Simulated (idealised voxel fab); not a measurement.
Process module, titled voxel double patterning
It is cross-section cut that appears here, measuring 170 nm in width, its square cells being 5 nm in size.
Think of the cross-section as a grid of square cells. We describe it in bands, top to bottom, and each band covers one or more rows of those cells. Read a band's entry like this: the first values are the height of its top and the height of its bottom in nm, and what follows is the sequence of materials from left to right, each with its width in nm. Note that "air" is empty space, and that a single material marked "all across" reaches across the band from edge to edge. For the purposes of this specification, 0 denotes the height below which the wafer in its as-received condition is composed wholly of one material, and the lowermost band, lacking a lower limit, extends downward without end, as expressed in "0 nm and below". When a width is written as two numbers, as in "30 to 40", the first number is the width in the top row of cells of the band and the second is the width in its bottom row, and the width changes by the same amount from each row to the next. Key: "nothing altered" - step with no changed cell in the cross-section. If an empty space has no open way to the top and is at least 8 cells in size, "Unvented cavities" lists it, written width x height at distance, where distance is measured from the left edge and every value is in nm. Heads up: the bit after the settings on a step's line is the simulator's remark on that step. On any step carrying a mask, the "overlay nm" setting, if present on the step's line, tells how far right of its planned place the mask lay; negative values point to the left.

Planned process steps
1: RECEIVE [material Si]
2: CONFORMAL_DEP [material SiN] [thk nm 10]
3: DIRECTIONAL_DEP [material SiO2] [thk nm 10]
4: DIRECTIONAL_DEP [material SiCN] [thk nm 5]
5: MASKED_ETCH [tone open] [mask id FIRST] [width nm 15] [pitch nm 50] [etch materials SiCN] [depth nm 5] [overlay nm 0]
6: PATTERN [tone open] [mask id SECOND] [material resist] [width nm 15] [thk nm 20] [overlay nm 0]
7: DIRECTIONAL_ETCH [etch materials SiCN] [depth nm 5]
8: STRIP [etch materials resist]
9: DIRECTIONAL_ETCH [etch materials SiO2] [depth nm 10]
10: STRIP [etch materials SiCN]

Cross-section: wafer on arrival = after step 1
> 0 nm and below: Si all across
> Unvented cavities: none

The first of the two wafers as seen in cross-section once the module was finished; processing followed the plan
> 20 nm to 10 nm: SiO2 (50), air (15), SiO2 (10), air (15), SiO2 (10), air (15), SiO2 (55)
> 10 nm to 0 nm: SiN all across
> 0 nm and below: Si all across
> Unvented cavities: none

Second of two wafers, module complete, sectioned: it shares the first wafer's start and plan but was run with one mistake
> 20 nm to 10 nm: air (75), SiO2 (15), air (80)
> 10 nm to 0 nm: SiN all across
> 0 nm and below: Si all across
> Unvented cavities: none
What broke from the plan during processing? step 6 ran with different settings than intended, the actual operation and settings being PATTERN [tone cover] [mask id SECOND] [material resist] [width nm 15] [thk nm 20] [overlay nm 0]
Per the end-of-run cell counts, the second wafer holds more or fewer of some materials than the first: 44 fewer of SiO2
